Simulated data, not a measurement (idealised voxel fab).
process module | voxel double patterning
cross-section cut | 255 nm wide | cells 5 nm
A cross-section is a grid of square cells, given in bands from the top down. A band is one or more rows of cells.
Each band's line starts with the height of the band's top and of its bottom, in nm. Then come its materials from left to right, each with its width in nm. One material with "throughout" fills the band from edge to edge. "air" is empty space.
Height 0 is the level under which the wafer as received is all one material. The lowest band goes on downwards, as in "0 down".
A width such as "30 to 40" changes by the same amount from each row of cells to the next, from the band's top row to its bottom row.
"no change" after a step means that no cell of the cross-section changed.
closed voids: empty space of 8 cells or more with no open way to the top, each as width x height at its distance from the left edge, in nm
after a step's settings: what the simulator itself notes on the step
overlay nm, on a step with a mask: how far to the right of its planned place the mask lay; to the left if negative
plan
1 op RECEIVE | material Si
2 op CONFORMAL_DEP | material SiO2 | thk nm 5
3 op DIRECTIONAL_DEP | material TiN | thk nm 10
4 op DIRECTIONAL_DEP | material SiCN | thk nm 5
5 op PATTERN | tone open | mask id FIRST | material resist | width nm 15 | pitch nm 50 | thk nm 15 | overlay nm 0
6 op DIRECTIONAL_ETCH | etch materials SiCN | depth nm 5
7 op STRIP | etch materials resist
8 op MASKED_ETCH | tone open | mask id SECOND | width nm 15 | etch materials SiCN | depth nm 5 | overlay nm 0
9 op DIRECTIONAL_ETCH | etch materials TiN | depth nm 10
10 op STRIP | etch materials SiCN
as received, after step 1
  0 down: Si throughout
  closed voids: none
a wafer at the end: this start, this plan, one mistake
  10 to 0: TiN 95 | air 15 | TiN 10 | air 15 | TiN 10 | air 15 | TiN 95
  0 down: Si throughout
  closed voids: none
what went wrong: step 2 was left out
